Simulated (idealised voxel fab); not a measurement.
The name of this process module is voxel tone inversion.
Shown is cross-section cut, with a width of 175 nm and square cells of size 5 nm.
Bands, listed from the top down, are how a cross-section gets written in this document; the cross-section itself is a grid of square cells, and a band is one or more rows of them.
Band entry format. Leading values: height of top, height of bottom, nm. Remainder: materials in left-to-right order, each with its width in nm. Special words: "everywhere" on a single material, which then fills the band edge to edge; "empty", empty space.
Height is counted from the level 0, under which the received wafer is composed throughout of one material. The lowest of the bands is not closed at the bottom but continues downward, in the notation "0 nm and below".
Width spec "30..40" -> top row of cells at first value, bottom row at second value, equal per-row change in between.
Where a step carries "remained the same", the cross-section came out of it unchanged, cell for cell.
Under "Enclosed void list" you'll find the enclosed gaps, the ones with no way out to the top, that are 8 cells or bigger; each reads width x height at distance, with distance counted from the left edge, everything in nm.
Formally, on a step line, whatever follows the settings is a remark that the simulator itself makes on the step.
overlay nm: where the mask lay relative to plan, measured to the right, on steps with a mask; negatives go left.

-- Listed below are the process steps as planned
1,RECEIVE (material Si)
2,CONFORMAL_DEP (material SiCN; thk nm 5)
3,DIRECTIONAL_DEP (material aC; thk nm 25)
4,PATTERN (tone cover; mask id POSTS; material resist; width nm 20; pitch nm 40; thk nm 30; overlay nm 0)
5,DIRECTIONAL_ETCH (etch materials aC; depth nm 25)
6,STRIP (etch materials resist)
7,FILL_DEP (material lowk; thk nm 5)
8,CMP (height nm 30)
9,STRIP (etch materials aC)

-- Shown in cross-section is the wafer as received, that is, as it stands after step 1
> 0 nm and below | Si everywhere
> Enclosed void list: none

-- Post-module cross-section: identical start and plan to those above, one misstep in execution
> 30 nm to 5 nm | lowk 55 nm  empty 25 nm  lowk 15 nm  empty 25 nm  lowk 55 nm
> 5 nm to 0 nm | SiCN everywhere
> 0 nm and below | Si everywhere
> Enclosed void list: none
Deviation from plan: step 4 was processed under conditions differing from the plan, specifically as PATTERN (tone cover; mask id POSTS; material resist; width nm 25; pitch nm 40; thk nm 30; overlay nm 0)
